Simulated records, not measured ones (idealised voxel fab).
Process module in this document: voxel transistor to metal
165 nm wide, 5 nm square cells: that's cross-section cut.
Format of a cross-section: grid, square cells. Given as bands. Order: top down. Band: one or more rows of cells. What a band's entry tells you: where the top is and where the bottom is, as heights in nm, and after that what lies inside, material by material from left to right, each with its width in nm. Empty space is written as the word "blank", and a single material marked with the word "edge to edge" occupies the band from edge to edge. Heights are expressed relative to 0, this being the level below which the as-received wafer comprises one material exclusively. The lowest band is unbounded in the downward direction and is denoted as in "0..down". The two numbers in a width such as "30 to 40" mark its ends across the band: the first belongs to the top row of cells, the second to the bottom row, and from each row to the next the width moves by the same amount. "nothing got changed" for a step: no cell of the cross-section changed in that step. Voids, sealed: empty space of 8 cells or more with no open way to the top, each as width x height at its distance from the left edge, in nm. Whatever follows a step's settings on its line is a remark the simulator itself makes about that step. "overlay nm" denotes, for a step that has a mask, the displacement of the mask to the right of its planned place, with negative values corresponding to the left.
Here's what the planned process steps look like
- 1: RECEIVE | material Si
- 2: OXIDIZE | depth nm 5
- 3: CONFORMAL_DEP | material SiN | thk nm 10
- 4: MASKED_ETCH | tone cover | mask id ACTIVE | width nm 105 | etch materials SiN | depth nm 10 | overlay nm 0
- 5: MASKED_ETCH | tone cover | mask id ACTIVE | width nm 105 | etch materials SiO2 | depth nm 5 | overlay nm 0
- 6: MASKED_ETCH | tone cover | mask id ACTIVE | width nm 105 | etch materials Si | depth nm 35 | overlay nm 0
- 7: FILL_DEP | material SiO2 | thk nm 10
- 8: CMP | height nm 10
- 9: SELECTIVE_ETCH | etch materials SiO2 | depth nm 5
- 10: STRIP | etch materials SiN
- 11: SELECTIVE_ETCH | etch materials SiO2 | depth nm 5
- 12: OXIDIZE | depth nm 5
- 13: DIRECTIONAL_DEP | material polySi | thk nm 20
- 14: DIRECTIONAL_DEP | material SiCN | thk nm 10
- 15: PATTERN | tone cover | mask id GATE | material resist | width nm 25 | thk nm 20 | overlay nm 0
- 16: DIRECTIONAL_ETCH | etch materials SiCN | depth nm 20
- 17: DIRECTIONAL_ETCH | etch materials polySi | depth nm 30
- 18: STRIP | etch materials resist
- 19: CONFORMAL_DEP | material SiN | thk nm 10
- 20: DIRECTIONAL_ETCH | etch materials SiN | depth nm 10
- 21: DIRECTIONAL_ETCH | etch materials SiO2 | depth nm 5
- 22: DIRECTIONAL_ETCH | etch materials Si | depth nm 5
- 23: EPI | material nSi | thk nm 10
- 24: FILL_DEP | material SiO2 | thk nm 5
- 25: CMP | height nm 25
- 26: DIRECTIONAL_DEP | material SiO2 | thk nm 15
- 27: MASKED_ETCH | tone open | mask id CONTACT | width nm 30 | pitch nm 65 | etch materials SiO2 | depth nm 45 | overlay nm 0
- 28: CONFORMAL_DEP | material TiN | thk nm 5
- 29: FILL_DEP | material Ru | thk nm 5
- 30: CMP | height nm 40
- 31: DIRECTIONAL_DEP | material TiN | thk nm 5
- 32: DIRECTIONAL_DEP | material W | thk nm 15
- 33: DIRECTIONAL_DEP | material aC | thk nm 15
- 34: PATTERN | tone cover | mask id METAL_1 | material resist | width nm 20 | pitch nm 75 | thk nm 30 | overlay nm 0
- 35: DIRECTIONAL_ETCH | etch materials aC | depth nm 15
- 36: STRIP | etch materials resist
- 37: DIRECTIONAL_ETCH | etch materials W | depth nm 15
- 38: DIRECTIONAL_ETCH | etch materials TiN | depth nm 5
- 39: STRIP | etch materials aC
- 40: FILL_DEP | material lowk | thk nm 5
- 41: CMP | height nm 60
- 42: CONFORMAL_DEP | material SiCN | thk nm 5
- 43: DIRECTIONAL_DEP | material SiO2 | thk nm 30
- 44: MASKED_ETCH | tone open | mask id METAL_2 | width nm 20 | pitch nm 75 | etch materials SiO2 | depth nm 15 | overlay nm 0
- 45: MASKED_ETCH | tone open | mask id METAL_2_HOLES | width nm 15 | pitch nm 75 | etch materials SiO2 | depth nm 15 | overlay nm 0
- 46: MASKED_ETCH | tone open | mask id METAL_2_HOLES | width nm 15 | pitch nm 75 | etch materials SiCN | depth nm 5 | overlay nm 0
- 47: CONFORMAL_DEP | material TiN | thk nm 5
- 48: FILL_DEP | material Cu | thk nm 5
- 49: CMP | height nm 95
- 50: CONFORMAL_DEP | material SiN | thk nm 5
Cross-sectional view of the wafer in its as-received condition, corresponding to the state after step 1
* 0..down  Si edge to edge
* Voids, sealed: none
Sectioned view, first of two wafers, at the close of the module, processed as intended in the plan
* 100..95  SiN edge to edge
* 95..85  35 nm SiO2; 5 nm TiN; 10 nm Cu; 5 nm TiN; 55 nm SiO2; 5 nm TiN; 10 nm Cu; 5 nm TiN; 35 nm SiO2
* 85..80  35 nm SiO2; 5 nm TiN; 5 nm Cu; 10 nm TiN; 55 nm SiO2; 5 nm TiN; 5 nm Cu; 10 nm TiN; 35 nm SiO2
* 80..65  35 nm SiO2; 5 nm TiN; 5 nm Cu; 5 nm TiN; 60 nm SiO2; 5 nm TiN; 5 nm Cu; 5 nm TiN; 40 nm SiO2
* 65..60  35 nm SiCN; 15 nm TiN; 60 nm SiCN; 15 nm TiN; 40 nm SiCN
* 60..45  35 nm lowk; 20 nm W; 55 nm lowk; 20 nm W; 35 nm lowk
* 45..40  35 nm lowk; 20 nm TiN; 55 nm lowk; 20 nm TiN; 35 nm lowk
* 40..30  35 nm SiO2; 5 nm TiN; 20 nm Ru; 5 nm TiN; 35 nm SiO2; 5 nm TiN; 20 nm Ru; 5 nm TiN; 35 nm SiO2
* 30..25  35 nm SiO2; 5 nm TiN; 15 nm Ru; 10 nm TiN; 35 nm SiO2; 10 nm TiN; 15 nm Ru; 5 nm TiN; 35 nm SiO2
* 25..15  35 nm SiO2; 5 nm TiN; 15 nm Ru; 5 nm TiN; 10 nm SiN; 25 nm SiCN; 10 nm SiN; 5 nm TiN; 15 nm Ru; 5 nm TiN; 35 nm SiO2
* 15..5  35 nm SiO2; 5 nm TiN; 15 nm Ru; 5 nm TiN; 10 nm SiN; 25 nm polySi; 10 nm SiN; 5 nm TiN; 15 nm Ru; 5 nm TiN; 35 nm SiO2
* 5..0  35 nm SiO2; 25 nm TiN; 10 nm SiN; 25 nm polySi; 10 nm SiN; 25 nm TiN; 35 nm SiO2
* 0..-5  25 nm SiO2; 10 nm SiN; 10 nm nSi; 5 nm TiN; 10 nm nSi; 10 nm SiN; 25 nm polySi; 10 nm SiN; 10 nm nSi; 5 nm TiN; 10 nm nSi; 10 nm SiN; 25 nm SiO2
* -5..-10  35 nm SiO2; 25 nm nSi; 45 nm SiO2; 25 nm nSi; 35 nm SiO2
* -10..-15  30 nm SiO2; 5 nm Si; 25 nm nSi; 45 nm Si; 25 nm nSi; 5 nm Si; 30 nm SiO2
* -15..-40  30 nm SiO2; 105 nm Si; 30 nm SiO2
* -40..down  Si edge to edge
* Voids, sealed: none
Cross-sectional view: second of two wafers, end of module; start and plan identical to the first, one mistake in running
* 100..95  SiN edge to edge
* 95..85  35 nm SiO2; 5 nm TiN; 10 nm Cu; 5 nm TiN; 55 nm SiO2; 5 nm TiN; 10 nm Cu; 5 nm TiN; 35 nm SiO2
* 85..80  35 nm SiO2; 5 nm TiN; 5 nm Cu; 10 nm TiN; 55 nm SiO2; 5 nm TiN; 5 nm Cu; 10 nm TiN; 35 nm SiO2
* 80..65  35 nm SiO2; 5 nm TiN; 5 nm Cu; 5 nm TiN; 60 nm SiO2; 5 nm TiN; 5 nm Cu; 5 nm TiN; 40 nm SiO2
* 65..60  35 nm SiCN; 15 nm TiN; 60 nm SiCN; 15 nm TiN; 40 nm SiCN
* 60..45  35 nm lowk; 20 nm W; 55 nm lowk; 20 nm W; 35 nm lowk
* 45..40  35 nm lowk; 20 nm TiN; 55 nm lowk; 20 nm TiN; 35 nm lowk
* 40..30  35 nm SiO2; 5 nm TiN; 20 nm Ru; 5 nm TiN; 35 nm SiO2; 5 nm TiN; 20 nm Ru; 5 nm TiN; 35 nm SiO2
* 30..25  35 nm SiO2; 5 nm TiN; 15 nm Ru; 10 nm TiN; 35 nm SiO2; 10 nm TiN; 15 nm Ru; 5 nm TiN; 35 nm SiO2
* 25..15  35 nm SiO2; 5 nm TiN; 15 nm Ru; 5 nm TiN; 10 nm SiN; 25 nm SiCN; 10 nm SiN; 5 nm TiN; 15 nm Ru; 5 nm TiN; 35 nm SiO2
* 15..5  35 nm SiO2; 5 nm TiN; 15 nm Ru; 5 nm TiN; 10 nm SiN; 25 nm polySi; 10 nm SiN; 5 nm TiN; 15 nm Ru; 5 nm TiN; 35 nm SiO2
* 5..0  35 nm SiO2; 25 nm TiN; 10 nm SiN; 25 nm polySi; 10 nm SiN; 25 nm TiN; 35 nm SiO2
* 0..-5  20 nm SiO2; 10 nm SiN; 10 nm nSi; 10 nm TiN; 10 nm nSi; 10 nm SiN; 25 nm polySi; 10 nm SiN; 20 nm nSi; 10 nm SiN; 30 nm SiO2
* -5..-10  30 nm SiO2; 30 nm nSi; 45 nm SiO2; 20 nm nSi; 40 nm SiO2
* -10..-15  25 nm SiO2; 5 nm Si; 30 nm nSi; 45 nm Si; 20 nm nSi; 10 nm Si; 30 nm SiO2
* -15..-40  25 nm SiO2; 110 nm Si; 30 nm SiO2
* -40..down  Si edge to edge
* Voids, sealed: none
Plan not followed: not per plan at step 4, really ran MASKED_ETCH | tone cover | mask id ACTIVE | width nm 105 | etch materials SiN | depth nm 10 | overlay nm -5
End check, counted in cells, second wafer has more or fewer of these materials than the first: Si +6, SiO2 -6
